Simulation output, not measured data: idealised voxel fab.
process module | voxel fin reveal
cross-section cut | 195 nm wide | cells 5 nm
A cross-section is a grid of square cells, given in bands from the top down. A band is one or more rows of cells.
Each band's line starts with the height of the band's top and of its bottom, in nm. Then come its materials from left to right, each with its width in nm. One material with "throughout" fills the band from edge to edge. "air" is empty space.
Height 0 is the level under which the wafer as received is all one material. The lowest band goes on downwards, as in "0 down".
A width such as "30 to 40" changes by the same amount from each row of cells to the next, from the band's top row to its bottom row.
"no change" after a step means that no cell of the cross-section changed.
closed voids: empty space of 8 cells or more with no open way to the top, each as width x height at its distance from the left edge, in nm
after a step's settings: what the simulator itself notes on the step
overlay nm, on a step with a mask: how far to the right of its planned place the mask lay; to the left if negative
plan
1 op RECEIVE | material Si
2 op CONFORMAL_DEP | material SiN | thk nm 5
3 op PATTERN | tone cover | mask id FINS | material resist | width nm 15 | pitch nm 35 | thk nm 20 | overlay nm 0
4 op DIRECTIONAL_ETCH | etch materials SiN | depth nm 5
5 op DIRECTIONAL_ETCH | etch materials Si | depth nm 40
6 op STRIP | etch materials resist
7 op FILL_DEP | material SiO2 | thk nm 10
8 op CMP | height nm 5
9 op SELECTIVE_ETCH | etch materials SiO2 | depth nm 30
10 op STRIP | etch materials SiN
11 op CONFORMAL_DEP | material SiO2 | thk nm 5
as received, after step 1
  0 down: Si throughout
  closed voids: none
first wafer at the end, as planned
  5 to 0: air 65 | SiO2 25 | air 10 | SiO2 25 | air 70
  0 to -20: air 65 | SiO2 5 | Si 15 | SiO2 5 | air 10 | SiO2 5 | Si 15 | SiO2 5 | air 70
  -20 to -40: SiO2 70 | Si 15 | SiO2 20 | Si 15 | SiO2 75
  -40 down: Si throughout
  closed voids: none
second wafer at the end: like start, like plan, one mistake
  5 to 0: air 65 | SiO2 25 | air 10 | SiO2 25 | air 70
  0 to -20: air 65 | SiO2 5 | Si 15 | SiO2 5 | air 10 | SiO2 5 | Si 15 | SiO2 5 | air 70
  -20 to -25: SiO2 45 | air 20 | SiO2 5 | Si 15 | SiO2 5 | air 10 | SiO2 5 | Si 15 | SiO2 5 | air 20 | SiO2 50
  -25 to -40: SiO2 70 | Si 15 | SiO2 20 | Si 15 | SiO2 75
  -40 down: Si throughout
  closed voids: none
what went wrong: steps 9 and 10 were swapped
at the end the second wafer has, in cells: 10 fewer of SiO2
